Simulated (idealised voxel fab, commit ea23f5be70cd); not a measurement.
process module | voxel wiring stack
The figure presents cross-section cut, which has a width of 230 nm and is divided into square cells with an edge length of 5 nm.
A cross-section in this document is a grid of square cells, and it is written down as bands, the top band listed before the ones below it; a band is made up of one or more rows of cells. Read a band's entry like this: the first values are the height of its top and the height of its bottom in nm, and what follows is the sequence of materials from left to right, each with its width in nm. Note that "empty" is empty space, and that a single material marked "edge to edge" reaches across the band from edge to edge. The level at which height equals 0 is the one under which the wafer, as it arrives, is entirely one material. No lower edge exists for the bottom band, which continues downward and is notated as in "z 0 and below". Think of "30..40" as a width that walks from the first number to the second as you go down the band, top row to bottom row, taking equal-sized steps from row to row. Given "no alteration" for a step, no cell of the cross-section differs between before and after that step. Entry "Completely sealed voids" = empty spaces >= 8 cells with no open way to the top; each as width x height at distance, distance from left edge, all nm. Past the settings on a step's line: simulator remark, on that step. overlay nm, on a step with a mask: how far to the right of its planned place the mask lay; to the left if negative.

# Below is the list of planned process steps
1) RECEIVE [material Si]
2) CONFORMAL_DEP [material SiO2] [thk nm 10]
3) DIRECTIONAL_DEP [material TiN] [thk nm 5]
4) DIRECTIONAL_DEP [material W] [thk nm 25]
5) MASKED_ETCH [tone cover] [mask id METAL_1] [width nm 25] [pitch nm 40] [etch materials W] [depth nm 25] [overlay nm 0]
6) MASKED_ETCH [tone cover] [mask id METAL_1] [width nm 25] [pitch nm 40] [etch materials TiN] [depth nm 5] [overlay nm 0]
7) CONFORMAL_DEP [material SiCN] [thk nm 5]
8) FILL_DEP [material lowk] [thk nm 10]
9) CMP [height nm 40]
10) CONFORMAL_DEP [material SiCN] [thk nm 5]
11) DIRECTIONAL_DEP [material SiO2] [thk nm 10]
12) PATTERN [tone open] [mask id PLUG_1] [material resist] [width nm 15] [thk nm 20] [overlay nm 0]
13) DIRECTIONAL_ETCH [etch materials SiO2] [depth nm 10]
14) DIRECTIONAL_ETCH [etch materials SiCN] [depth nm 5]
15) STRIP [etch materials resist]
16) CONFORMAL_DEP [material TiN] [thk nm 5]
17) FILL_DEP [material Ru] [thk nm 5]
18) CMP [height nm 55]
19) CONFORMAL_DEP [material SiCN] [thk nm 5]
20) DIRECTIONAL_DEP [material lowk] [thk nm 25]
21) MASKED_ETCH [tone open] [mask id METAL_2] [width nm 25] [pitch nm 40] [etch materials lowk] [depth nm 25] [overlay nm 0]
22) MASKED_ETCH [tone open] [mask id METAL_2] [width nm 25] [pitch nm 40] [etch materials SiCN] [depth nm 5] [overlay nm 0]
23) CONFORMAL_DEP [material TiN] [thk nm 5]
24) FILL_DEP [material Cu] [thk nm 5]
25) CMP [height nm 85]
26) CONFORMAL_DEP [material SiCN] [thk nm 5]
27) DIRECTIONAL_DEP [material lowk] [thk nm 10]
28) MASKED_ETCH [tone open] [mask id PLUG_2] [width nm 15] [etch materials lowk] [depth nm 10] [overlay nm 0]
29) MASKED_ETCH [tone open] [mask id PLUG_2] [width nm 15] [etch materials SiCN] [depth nm 5] [overlay nm 0]
30) CONFORMAL_DEP [material TiN] [thk nm 5]
31) FILL_DEP [material Cu] [thk nm 5]
32) CMP [height nm 100]
33) DIRECTIONAL_DEP [material TiN] [thk nm 5]
34) DIRECTIONAL_DEP [material W] [thk nm 25]
35) DIRECTIONAL_DEP [material aC] [thk nm 10]
36) PATTERN [tone cover] [mask id METAL_3] [material resist] [width nm 25] [pitch nm 40] [thk nm 25] [overlay nm 0]
37) DIRECTIONAL_ETCH [etch materials aC] [depth nm 10]
38) STRIP [etch materials resist]
39) DIRECTIONAL_ETCH [etch materials W] [depth nm 25]
40) DIRECTIONAL_ETCH [etch materials TiN] [depth nm 5]
41) STRIP [etch materials aC]
42) FILL_DEP [material lowk] [thk nm 10]
43) CMP [height nm 130]
44) CONFORMAL_DEP [material SiCN] [thk nm 5]
45) DIRECTIONAL_DEP [material lowk] [thk nm 10]
46) MASKED_ETCH [tone open] [mask id PLUG_3] [width nm 15] [etch materials lowk] [depth nm 10] [overlay nm 0]
47) MASKED_ETCH [tone open] [mask id PLUG_3] [width nm 15] [etch materials SiCN] [depth nm 5] [overlay nm 0]
48) CONFORMAL_DEP [material TiN] [thk nm 5]
49) FILL_DEP [material W] [thk nm 10]
50) CMP [height nm 145]
51) CONFORMAL_DEP [material SiN] [thk nm 5]
52) DIRECTIONAL_DEP [material SiO2] [thk nm 25]
53) MASKED_ETCH [tone open] [mask id METAL_4] [width nm 25] [pitch nm 40] [etch materials SiO2] [depth nm 25] [overlay nm 0]
54) MASKED_ETCH [tone open] [mask id METAL_4] [width nm 25] [pitch nm 40] [etch materials SiN] [depth nm 5] [overlay nm 0]
55) CONFORMAL_DEP [material TiN] [thk nm 5]
56) FILL_DEP [material Ru] [thk nm 10]
57) CMP [height nm 175]
58) EPI [material Ru] [thk nm 5]
59) FILL_DEP [material SiCN] [thk nm 5]

# Wafer as received: cross-section following step 1
	z 0 and below | Si edge to edge
	Completely sealed voids: none

# Post-module cross-section of the first of two wafers (run per plan)
	z 185 to 180 | SiCN edge to edge
	z 180 to 175 | SiCN 75 | Ru 35 | SiCN 5 | Ru 35 | SiCN 80
	z 175 to 150 | SiO2 80 | TiN 5 | Ru 15 | TiN 5 | SiO2 15 | TiN 5 | Ru 15 | TiN 5 | SiO2 85
	z 150 to 145 | SiN 80 | TiN 25 | SiN 15 | TiN 25 | SiN 85
	z 145 to 135 | lowk 80 | TiN 5 | W 5 | TiN 5 | lowk 135
	z 135 to 130 | SiCN 80 | TiN 15 | SiCN 135
	z 130 to 105 | lowk 80 | W 25 | lowk 15 | W 25 | lowk 85
	z 105 to 100 | lowk 80 | TiN 25 | lowk 15 | TiN 25 | lowk 85
	z 100 to 90 | lowk 80 | TiN 5 | Cu 5 | TiN 5 | lowk 135
	z 90 to 85 | SiCN 80 | TiN 15 | SiCN 135
	z 85 to 60 | lowk 80 | TiN 5 | Cu 15 | TiN 5 | lowk 15 | TiN 5 | Cu 15 | TiN 5 | lowk 85
	z 60 to 55 | SiCN 80 | TiN 25 | SiCN 15 | TiN 25 | SiCN 85
	z 55 to 45 | SiO2 80 | TiN 5 | Ru 5 | TiN 5 | SiO2 135
	z 45 to 40 | SiCN 80 | TiN 15 | SiCN 135
	z 40 to 15 | lowk 75 | SiCN 5 | W 25 | SiCN 5 | lowk 5 | SiCN 5 | W 25 | SiCN 5 | lowk 80
	z 15 to 10 | SiCN 80 | TiN 25 | SiCN 15 | TiN 25 | SiCN 85
	z 10 to 0 | SiO2 edge to edge
	z 0 and below | Si edge to edge
	Completely sealed voids: none

# Here's the second of our two wafers sectioned at module end. Same start as the first, same plan, but one mistake got made running it
	z 185 to 180 | SiCN edge to edge
	z 180 to 175 | SiCN 75 | Ru 35 | SiCN 5 | Ru 35 | SiCN 80
	z 175 to 150 | SiO2 80 | TiN 5 | Ru 15 | TiN 5 | SiO2 15 | TiN 5 | Ru 15 | TiN 5 | SiO2 85
	z 150 to 145 | SiN 80 | TiN 25 | SiN 15 | TiN 25 | SiN 85
	z 145 to 135 | lowk 80 | TiN 5 | W 5 | TiN 5 | lowk 135
	z 135 to 130 | SiCN 80 | TiN 15 | SiCN 135
	z 130 to 105 | lowk 80 | W 25 | lowk 15 | W 25 | lowk 85
	z 105 to 100 | lowk 80 | TiN 25 | lowk 15 | TiN 25 | lowk 85
	z 100 to 90 | lowk 80 | TiN 5 | Cu 10..5 | TiN 5..10 | lowk 130
	z 90 to 85 | SiCN 80 | TiN 15 | SiCN 135
	z 85 to 60 | lowk 80 | TiN 5 | Cu 15 | TiN 5 | lowk 15 | TiN 5 | Cu 15 | TiN 5 | lowk 85
	z 60 to 55 | SiCN 80 | TiN 25 | SiCN 15 | TiN 25 | SiCN 85
	z 55 to 45 | SiO2 80 | TiN 5 | Ru 5 | TiN 5 | SiO2 135
	z 45 to 40 | SiCN 80 | TiN 15 | SiCN 135
	z 40 to 15 | lowk 75 | SiCN 5 | W 25 | SiCN 5 | lowk 5 | SiCN 5 | W 25 | SiCN 5 | lowk 80
	z 15 to 10 | SiCN 80 | TiN 25 | SiCN 15 | TiN 25 | SiCN 85
	z 10 to 0 | SiO2 edge to edge
	z 0 and below | Si edge to edge
	Completely sealed voids: none
Deviation from plan: step 28 deviated from plan and actually ran as MASKED_ETCH [tone open] [mask id PLUG_2] [width nm 20] [etch materials lowk] [depth nm 10] [overlay nm 0]
End of process, cell counts, second wafer against first, materials with more or fewer: 1 more of Cu, 1 more of TiN, 2 fewer of lowk
